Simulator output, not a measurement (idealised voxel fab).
This is a process module. Its name is voxel trench capacitor.
Cross-section cut spans 140 nm and uses square cells 5 nm in size.
Just so we're on the same page, the cross-sections are grids of square cells, and they're listed out in bands top to bottom, each band one or more rows deep.
What a band's entry tells you: where the top is and where the bottom is, as heights in nm, and after that what lies inside, material by material from left to right, each with its width in nm. Empty space is written as the word "empty", and a single material marked with the word "everywhere" occupies the band from edge to edge.
Counting heights begins at 0, where everything beneath is, in the wafer as received, one material. The lowest band has no bottom; it goes on downwards, as "from 0 down" shows.
Note: "30 to 40" means the width goes from the first number (top row of the band) to the second number (bottom row) in equal steps per row of cells.
Basically "no alterations made" means that step didn't change any cell in the cross-section.
The entry titled "Voids, fully enclosed" provides the empty spaces that have no open way to the top, restricted to those of 8 cells or more. Each is presented as width x height at distance, the distance being measured from the left edge, with all three in nm.
On each step's line, the part that comes after the settings is the simulator's own comment on the step.
overlay nm: where the mask lay relative to plan, measured to the right, on steps with a mask; negatives go left.
## So here's the lineup of process steps we planned
1) RECEIVE | material Si
2) CONFORMAL_DEP | material SiN | thk nm 10
3) MASKED_ETCH | tone open | mask id TRENCH | width nm 20 | pitch nm 35 | etch materials SiN | depth nm 10 | overlay nm 0
4) MASKED_ETCH | tone open | mask id TRENCH | width nm 20 | pitch nm 35 | etch materials Si | depth nm 35 | overlay nm 0
5) CONFORMAL_DEP | material Al2O3 | thk nm 5
6) FILL_DEP | material polySi | thk nm 5
7) CMP | height nm 10
## As received (post step 1): cross-section
> from 0 down = Si everywhere
> Voids, fully enclosed: none
## Wafer cross-section at module end: first of two, run to plan
> from 10 to 0 = 40 nm SiN, 5 nm Al2O3, 10 nm polySi, 5 nm Al2O3, 15 nm SiN, 5 nm Al2O3, 10 nm polySi, 5 nm Al2O3, 45 nm SiN
> from 0 to -30 = 40 nm Si, 5 nm Al2O3, 10 nm polySi, 5 nm Al2O3, 15 nm Si, 5 nm Al2O3, 10 nm polySi, 5 nm Al2O3, 45 nm Si
> from -30 to -35 = 40 nm Si, 20 nm Al2O3, 15 nm Si, 20 nm Al2O3, 45 nm Si
> from -35 down = Si everywhere
> Voids, fully enclosed: none
## Cross-sectional image of the second wafer of the two following completion of the module. Starting state and process plan were the same as for the first wafer; one execution error occurred
> from 10 to 5 = polySi everywhere
> from 5 to 0 = 45 nm Al2O3, 10 nm polySi, 25 nm Al2O3, 10 nm polySi, 50 nm Al2O3
> from 0 to -30 = 40 nm Si, 5 nm Al2O3, 10 nm polySi, 5 nm Al2O3, 15 nm Si, 5 nm Al2O3, 10 nm polySi, 5 nm Al2O3, 45 nm Si
> from -30 to -35 = 40 nm Si, 20 nm Al2O3, 15 nm Si, 20 nm Al2O3, 45 nm Si
> from -35 down = Si everywhere
> Voids, fully enclosed: none
What broke from the plan during processing? step 2 of the plan never got run, it was skipped over
Final tally in cells, some materials are higher or lower on the second wafer than on the first: Al2O3: 16 more; SiN: 40 fewer; polySi: 24 more
